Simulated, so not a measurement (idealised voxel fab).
voxel ribs on slabs: a process module
In the cross-section labelled cut, the width is 195 nm and each square cell is 5 nm.
Reading order for cross-sections: top band down to bottom band. Underlying form: a grid of square cells. Band size: one or more rows of cells. Quick guide to a band line: top height, bottom height (nm) up front; then every material left to right with its width in nm. Only one material and it's marked "all across"? Then it fills the band edge to edge. And "blank" just means empty space. Ref level 0: as-received wafer is one material below here. Bottom band extends down with no lower bound ("top 0, no bottom"). Top row gets the first number, bottom row gets the second, and each row in between changes by the same step: that is how a band width like "30..40" works. Step marked "remained the same"? Then no cell in the cross-section changed in it. "Closed cavities" enumerates empty spaces isolated from the top, with no open way to it, that contain at least 8 cells, giving each as width x height at distance from the left edge, all three in nm. Post-settings text on a step line: simulator's own remark regarding the step. "overlay nm" answers the question of how far to the right of plan the mask lay on a step that has a mask, and when it is negative the answer is to the left.

Steps in the process plan:
1. RECEIVE,material Si
2. DIRECTIONAL_DEP,material SiO2,thk nm 30
3. DIRECTIONAL_DEP,material SiN,thk nm 25
4. PATTERN,tone cover,mask id RIB,material resist,width nm 30,thk nm 15,overlay nm 0
5. DIRECTIONAL_ETCH,etch materials SiN,depth nm 15
6. STRIP,etch materials resist
7. DIRECTIONAL_DEP,material aC,thk nm 10
8. PATTERN,tone cover,mask id SLAB,material resist,width nm 70,thk nm 25,overlay nm 0
9. DIRECTIONAL_ETCH,etch materials aC,depth nm 10
10. STRIP,etch materials resist
11. DIRECTIONAL_ETCH,etch materials SiN,depth nm 10
12. STRIP,etch materials aC
13. FILL_DEP,material SiO2,thk nm 25
14. CMP,height nm 70
15. DIRECTIONAL_DEP,material W,thk nm 10
16. DIRECTIONAL_DEP,material aC,thk nm 15
17. PATTERN,tone cover,mask id HEATER,material resist,width nm 40,thk nm 35,overlay nm 0
18. DIRECTIONAL_ETCH,etch materials aC,depth nm 15
19. STRIP,etch materials resist
20. DIRECTIONAL_ETCH,etch materials W,depth nm 10
21. STRIP,etch materials aC
22. CONFORMAL_DEP,material SiO2,thk nm 10

Wafer at receipt (post step 1), cross-section:
  top 0, no bottom | Si all across
  Closed cavities: none

Below is the wafer in cross-section after the module was completed. It began from the starting point shown above and followed the plan shown above, except that one mistake was made while running it:
  top 90, bottom 80 | blank=65, then SiO2=60, then blank=70
  top 80, bottom 70 | SiO2=75, then W=40, then SiO2=80
  top 70, bottom 55 | SiO2 all across
  top 55, bottom 40 | SiO2=75, then SiN=30, then SiO2=90
  top 40, bottom 30 | SiO2=60, then SiN=70, then SiO2=65
  top 30, bottom 0 | SiO2 all across
  top 0, no bottom | Si all across
  Closed cavities: none
Plan not followed: step 4 did not use the planned setting and instead ran as PATTERN,tone cover,mask id RIB,material resist,width nm 30,thk nm 15,overlay nm -5
